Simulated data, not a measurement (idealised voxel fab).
process module | voxel self aligned contacts
cross-section cut | 140 nm wide | cells 5 nm
A cross-section is a grid of square cells, given in bands from the top down. A band is one or more rows of cells.
Each band's line starts with the height of the band's top and of its bottom, in nm. Then come its materials from left to right, each with its width in nm. One material with "throughout" fills the band from edge to edge. "air" is empty space.
Height 0 is the level under which the wafer as received is all one material. The lowest band goes on downwards, as in "0 down".
A width such as "30 to 40" changes by the same amount from each row of cells to the next, from the band's top row to its bottom row.
"no change" after a step means that no cell of the cross-section changed.
closed voids: empty space of 8 cells or more with no open way to the top, each as width x height at its distance from the left edge, in nm
after a step's settings: what the simulator itself notes on the step
overlay nm, on a step with a mask: how far to the right of its planned place the mask lay; to the left if negative
plan
1 op RECEIVE | material Si
2 op OXIDIZE | depth nm 5
3 op DIRECTIONAL_DEP | material polySi | thk nm 25
4 op DIRECTIONAL_DEP | material SiN | thk nm 25
5 op PATTERN | tone cover | mask id GATE | material resist | width nm 35 | pitch nm 75 | thk nm 20 | overlay nm 0
6 op DIRECTIONAL_ETCH | etch materials SiN | depth nm 25
7 op DIRECTIONAL_ETCH | etch materials polySi | depth nm 25
8 op STRIP | etch materials resist
9 op CONFORMAL_DEP | material SiN | thk nm 5
10 op DIRECTIONAL_ETCH | etch materials SiN | depth nm 10
11 op FILL_DEP | material SiO2 | thk nm 10
12 op CMP | height nm 55
13 op PATTERN | tone open | mask id CONTACT | material resist | width nm 50 | thk nm 20 | overlay nm 0
14 op DIRECTIONAL_ETCH | etch materials SiO2 | depth nm 60
15 op STRIP | etch materials resist
16 op CONFORMAL_DEP | material TiN | thk nm 5
17 op FILL_DEP | material W | thk nm 10
18 op CMP | height nm 55
19 op CONFORMAL_DEP | material SiCN | thk nm 5
varied across the wafers: thk nm of step 9. The plan shows the first wafer's value. All wafers start alike
first wafer as received, after step 1
  0 down: Si throughout
  closed voids: none
first wafer at the end, after step 19
  60 to 55: SiCN throughout
  55 to 45: SiO2 45 | TiN 5 to 15 | W 40 to 20 | TiN 5 to 15 | SiO2 45
  45 to 25: SiO2 10 | SiN 45 | TiN 5 | W 20 | TiN 5 | SiN 45 | SiO2 10
  25 to 0: SiO2 10 | SiN 5 | polySi 35 | SiN 5 | TiN 5 | W 20 | TiN 5 | SiN 5 | polySi 35 | SiN 5 | SiO2 10
  0 to -5: SiO2 55 | TiN 30 | SiO2 55
  -5 down: Si throughout
  closed voids: none
last wafer at the end
  60 to 55: SiCN throughout
  55 to 25: SiN throughout
  25 to 0: SiN 15 | polySi 35 | SiN 40 | polySi 35 | SiN 15
  0 to -5: SiO2 throughout
  -5 down: Si throughout
  closed voids: none
each wafer at the end: cells of each material gained (+) or lost (-) since it was received, then its closed voids
thk nm 5 | -28 Si | +28 SiCN | +92 SiN | +94 SiO2 | +32 TiN | +48 W | +70 polySi | closed voids: none
thk nm 10 | -28 Si | +28 SiCN | +150 SiN | +62 SiO2 | +32 TiN | +22 W | +70 polySi | closed voids: none
thk nm 15 | -28 Si | +28 SiCN | +218 SiN | +28 SiO2 | +20 TiN | +70 polySi | closed voids: none
thk nm 20 | -28 Si | +28 SiCN | +238 SiN | +28 SiO2 | +70 polySi | closed voids: none
thk nm 25 | -28 Si | +28 SiCN | +238 SiN | +28 SiO2 | +70 polySi | closed voids: none
